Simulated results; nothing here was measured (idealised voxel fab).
process module | voxel double patterning
cross-section cut | 260 nm wide | cells 5 nm
A cross-section is a grid of square cells, given in bands from the top down. A band is one or more rows of cells.
Each band's line starts with the height of the band's top and of its bottom, in nm. Then come its materials from left to right, each with its width in nm. One material with "throughout" fills the band from edge to edge. "air" is empty space.
Height 0 is the level under which the wafer as received is all one material. The lowest band goes on downwards, as in "0 down".
A width such as "30 to 40" changes by the same amount from each row of cells to the next, from the band's top row to its bottom row.
"no change" after a step means that no cell of the cross-section changed.
closed voids: empty space of 8 cells or more with no open way to the top, each as width x height at its distance from the left edge, in nm
after a step's settings: what the simulator itself notes on the step
overlay nm, on a step with a mask: how far to the right of its planned place the mask lay; to the left if negative
plan
1 op RECEIVE | material Si
2 op CONFORMAL_DEP | material SiN | thk nm 5
3 op DIRECTIONAL_DEP | material SiO2 | thk nm 15
4 op DIRECTIONAL_DEP | material SiCN | thk nm 10
5 op MASKED_ETCH | tone open | mask id FIRST | width nm 15 | pitch nm 50 | etch materials SiCN | depth nm 10 | overlay nm 0
6 op DIRECTIONAL_DEP | material aC | thk nm 15
7 op PATTERN | tone open | mask id SECOND | material resist | width nm 15 | pitch nm 50 | thk nm 35 | overlay nm 0
8 op DIRECTIONAL_ETCH | etch materials aC | depth nm 15
9 op STRIP | etch materials resist
10 op DIRECTIONAL_ETCH | etch materials SiCN | depth nm 10
11 op STRIP | etch materials aC
12 op DIRECTIONAL_ETCH | etch materials SiO2 | depth nm 15
13 op STRIP | etch materials SiCN
first wafer, as planned
as received, after step 1
  0 down: Si throughout
  closed voids: none
after step 2
  5 to 0: SiN throughout
  below 0: unchanged
after step 3
  20 to 5: SiO2 throughout
  below 5: unchanged
after step 4
  30 to 20: SiCN throughout
  below 20: unchanged
after step 5
  30 to 20: SiCN 70 | air 15 | SiCN 35 | air 15 | SiCN 35 | air 15 | SiCN 75
  below 20: unchanged
after step 6
  45 to 35: aC 70 | air 15 | aC 35 | air 15 | aC 35 | air 15 | aC 75
  35 to 30: aC throughout
  30 to 20: SiCN 70 | aC 15 | SiCN 35 | aC 15 | SiCN 35 | aC 15 | SiCN 75
  below 20: unchanged
after step 7
  80 to 45: resist 95 | air 15 | resist 35 | air 15 | resist 100
  45 to 35: aC 70 | resist 15 | aC 35 | resist 15 | aC 35 | resist 15 | aC 75
  below 35: unchanged
after step 8
  65 to 45: resist 95 | air 15 | resist 35 | air 15 | resist 100
  45 to 35: aC 70 | resist 15 | aC 10 | air 15 | aC 10 | resist 15 | aC 10 | air 15 | aC 10 | resist 15 | aC 75
  35 to 30: aC 95 | air 15 | aC 35 | air 15 | aC 100
  below 30: unchanged
after step 9
  45 to 35: aC 70 | air 15 | aC 10 | air 15 | aC 10 | air 15 | aC 10 | air 15 | aC 10 | air 15 | aC 75
  below 35: unchanged
after step 10
  45 to 35: aC 70 | air 15 | aC 10 | air 15 | aC 10 | air 15 | aC 10 | air 15 | aC 10 | air 15 | aC 75
  35 to 30: aC 95 | air 15 | aC 35 | air 15 | aC 100
  30 to 20: SiCN 70 | aC 15 | SiCN 10 | air 15 | SiCN 10 | aC 15 | SiCN 10 | air 15 | SiCN 10 | aC 15 | SiCN 75
  below 20: unchanged
after step 11
  30 to 20: SiCN 70 | air 15 | SiCN 10 | air 15 | SiCN 10 | air 15 | SiCN 10 | air 15 | SiCN 10 | air 15 | SiCN 75
  below 20: unchanged
after step 12
  30 to 20: SiCN 70 | air 15 | SiCN 10 | air 15 | SiCN 10 | air 15 | SiCN 10 | air 15 | SiCN 10 | air 15 | SiCN 75
  20 to 5: SiO2 70 | air 15 | SiO2 10 | air 15 | SiO2 10 | air 15 | SiO2 10 | air 15 | SiO2 10 | air 15 | SiO2 75
  below 5: unchanged
after step 13
  20 to 5: SiO2 70 | air 15 | SiO2 10 | air 15 | SiO2 10 | air 15 | SiO2 10 | air 15 | SiO2 10 | air 15 | SiO2 75
  below 5: unchanged
second wafer: like start, like plan, one mistake. Through step 6 it matches the first wafer
when step 7 should have ended
  80 to 45: resist 85 | air 15 | resist 35 | air 15 | resist 110
  45 to 35: aC 70 | resist 15 | aC 35 | resist 15 | aC 35 | resist 15 | aC 75
  below 35: unchanged
when step 8 should have ended
  65 to 45: resist 85 | air 15 | resist 35 | air 15 | resist 110
  45 to 35: aC 70 | resist 15 | air 15 | aC 20 | resist 15 | air 15 | aC 20 | resist 15 | aC 75
  35 to 30: aC 85 | air 15 | aC 35 | air 15 | aC 110
  below 30: unchanged
when step 9 should have ended
  45 to 35: aC 70 | air 30 | aC 20 | air 30 | aC 20 | air 15 | aC 75
  below 35: unchanged
when step 10 should have ended
  45 to 35: aC 70 | air 30 | aC 20 | air 30 | aC 20 | air 15 | aC 75
  35 to 30: aC 85 | air 15 | aC 35 | air 15 | aC 110
  30 to 20: SiCN 70 | aC 15 | air 15 | SiCN 20 | aC 15 | air 15 | SiCN 20 | aC 15 | SiCN 75
  below 20: unchanged
when step 11 should have ended
  30 to 20: SiCN 70 | air 30 | SiCN 20 | air 30 | SiCN 20 | air 15 | SiCN 75
  below 20: unchanged
when step 12 should have ended
  30 to 20: SiCN 70 | air 30 | SiCN 20 | air 30 | SiCN 20 | air 15 | SiCN 75
  20 to 5: SiO2 70 | air 30 | SiO2 20 | air 30 | SiO2 20 | air 15 | SiO2 75
  below 5: unchanged
when step 13 should have ended
  20 to 5: SiO2 70 | air 30 | SiO2 20 | air 30 | SiO2 20 | air 15 | SiO2 75
  below 5: unchanged
what went wrong: step 7 ran as: op PATTERN | tone open | mask id SECOND | material resist | width nm 15 | pitch nm 50 | thk nm 35 | overlay nm -10
at the end the second wafer has, in cells: as many of each material as the first, in other places
